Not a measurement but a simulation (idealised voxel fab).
process module | voxel tone inversion
cross-section cut | 220 nm wide | cells 5 nm
A cross-section is a grid of square cells, given in bands from the top down. A band is one or more rows of cells.
Each band's line starts with the height of the band's top and of its bottom, in nm. Then come its materials from left to right, each with its width in nm. One material with "throughout" fills the band from edge to edge. "air" is empty space.
Height 0 is the level under which the wafer as received is all one material. The lowest band goes on downwards, as in "0 down".
A width such as "30 to 40" changes by the same amount from each row of cells to the next, from the band's top row to its bottom row.
"no change" after a step means that no cell of the cross-section changed.
closed voids: empty space of 8 cells or more with no open way to the top, each as width x height at its distance from the left edge, in nm
after a step's settings: what the simulator itself notes on the step
overlay nm, on a step with a mask: how far to the right of its planned place the mask lay; to the left if negative
plan
1 op RECEIVE | material Si
2 op CONFORMAL_DEP | material SiN | thk nm 10
3 op DIRECTIONAL_DEP | material polySi | thk nm 25
4 op PATTERN | tone cover | mask id POSTS | material resist | width nm 15 | pitch nm 45 | thk nm 30 | overlay nm 0
5 op DIRECTIONAL_ETCH | etch materials polySi | depth nm 25
6 op STRIP | etch materials resist
7 op FILL_DEP | material lowk | thk nm 10
8 op CMP | height nm 35
9 op STRIP | etch materials polySi
10 op CONFORMAL_DEP | material TiN | thk nm 5
11 op FILL_DEP | material Cu | thk nm 5
12 op CMP | height nm 35
13 op CONFORMAL_DEP | material SiCN | thk nm 5
varied across the wafers: width nm of step 4. The plan shows the first wafer's value. All wafers start alike
first wafer as received, after step 1
  0 down: Si throughout
  closed voids: none
first wafer at the end, after step 13
  40 to 35: SiCN throughout
  35 to 15: lowk 35 | TiN 5 | Cu 5 | TiN 5 | lowk 30 | TiN 5 | Cu 5 | TiN 5 | lowk 30 | TiN 5 | Cu 5 | TiN 5 | lowk 30 | TiN 5 | Cu 5 | TiN 5 | lowk 35
  15 to 10: lowk 35 | TiN 15 | lowk 30 | TiN 15 | lowk 30 | TiN 15 | lowk 30 | TiN 15 | lowk 35
  10 to 0: SiN throughout
  0 down: Si throughout
  closed voids: none
last wafer at the end
  40 to 35: SiCN throughout
  35 to 15: lowk 25 | TiN 5 | Cu 20 | TiN 5 | lowk 15 | TiN 5 | Cu 20 | TiN 5 | lowk 15 | TiN 5 | Cu 20 | TiN 5 | lowk 15 | TiN 5 | Cu 20 | TiN 5 | lowk 30
  15 to 10: lowk 25 | TiN 30 | lowk 15 | TiN 30 | lowk 15 | TiN 30 | lowk 15 | TiN 30 | lowk 30
  10 to 0: SiN throughout
  0 down: Si throughout
  closed voids: none
each wafer at the end: cells of each material gained (+) or lost (-) since it was received, then its closed voids
width nm 15 | +16 Cu | +44 SiCN | +88 SiN | +44 TiN | +160 lowk | closed voids: none
width nm 20 | +32 Cu | +44 SiCN | +88 SiN | +48 TiN | +140 lowk | closed voids: none
width nm 25 | +48 Cu | +44 SiCN | +88 SiN | +52 TiN | +120 lowk | closed voids: none
width nm 30 | +64 Cu | +44 SiCN | +88 SiN | +56 TiN | +100 lowk | closed voids: none
